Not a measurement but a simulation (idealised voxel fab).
The name of this process module is voxel air gaps.
Xsec cut, 185 nm wide, square cell size 5 nm.
Format of a cross-section: grid, square cells. Given as bands. Order: top down. Band: one or more rows of cells.
The band entry comprises the height of the band's top followed by the height of its bottom, expressed in nm, and subsequently the band's materials from left to right, each stated together with its width in nm. Where a single material is marked with the word "everywhere", that material fills the band from edge to edge. The word "air" represents empty space.
We count height from 0. Below that, the starting wafer is all one material. The lowest band never ends at the bottom but goes on down; see "0 -> down" for how that is written.
Width: "30->40" (first number = top row, second number = bottom row, same change from row to row of cells).
Where the words "stayed the same" appear for a step, the cross-section shows no cell changed by that step; every cell remained as before.
If an empty space has no open way to the top and is at least 8 cells in size, "Sealed void listing" lists it, written width x height at distance, where distance is measured from the left edge and every value is in nm.
Text after the settings on a step's line: the simulator's own remark on that step.
overlay nm: mask right of planned place by this much (step with mask). Neg. = left.

-- Process steps foreseen in the plan
step 1: RECEIVE, material Si
step 2: CONFORMAL_DEP, material SiO2, thk nm 10
step 3: CONFORMAL_DEP, material SiCN, thk nm 5
step 4: DIRECTIONAL_DEP, material SiO2, thk nm 30
step 5: PATTERN, tone open, mask id LINES, material resist, width nm 20, pitch nm 50, thk nm 20, overlay nm 0
step 6: DIRECTIONAL_ETCH, etch materials SiO2, depth nm 30
step 7: STRIP, etch materials resist
step 8: CONFORMAL_DEP, material TiN, thk nm 5
step 9: FILL_DEP, material Cu, thk nm 5
step 10: CMP, height nm 45
step 11: EPI, material Ru, thk nm 10
step 12: SELECTIVE_ETCH, etch materials SiO2, depth nm 40
step 13: CONFORMAL_DEP, material SiCN, thk nm 5

-- Shown in cross-section is the wafer as received, that is, as it stands after step 1
* 0 -> down | Si everywhere
* Sealed void listing: none

-- This is how the wafer looks in cross-section once the module is done, given the starting state and plan above and one mistake in carrying the plan out
* 50 -> 40 | SiCN everywhere
* 40 -> 0 | SiO2 everywhere
* 0 -> down | Si everywhere
* Sealed void listing: none
Want to know what went wrong? the intended sequence of steps 3 and 4 was reversed during processing, with each occupying the position of the other
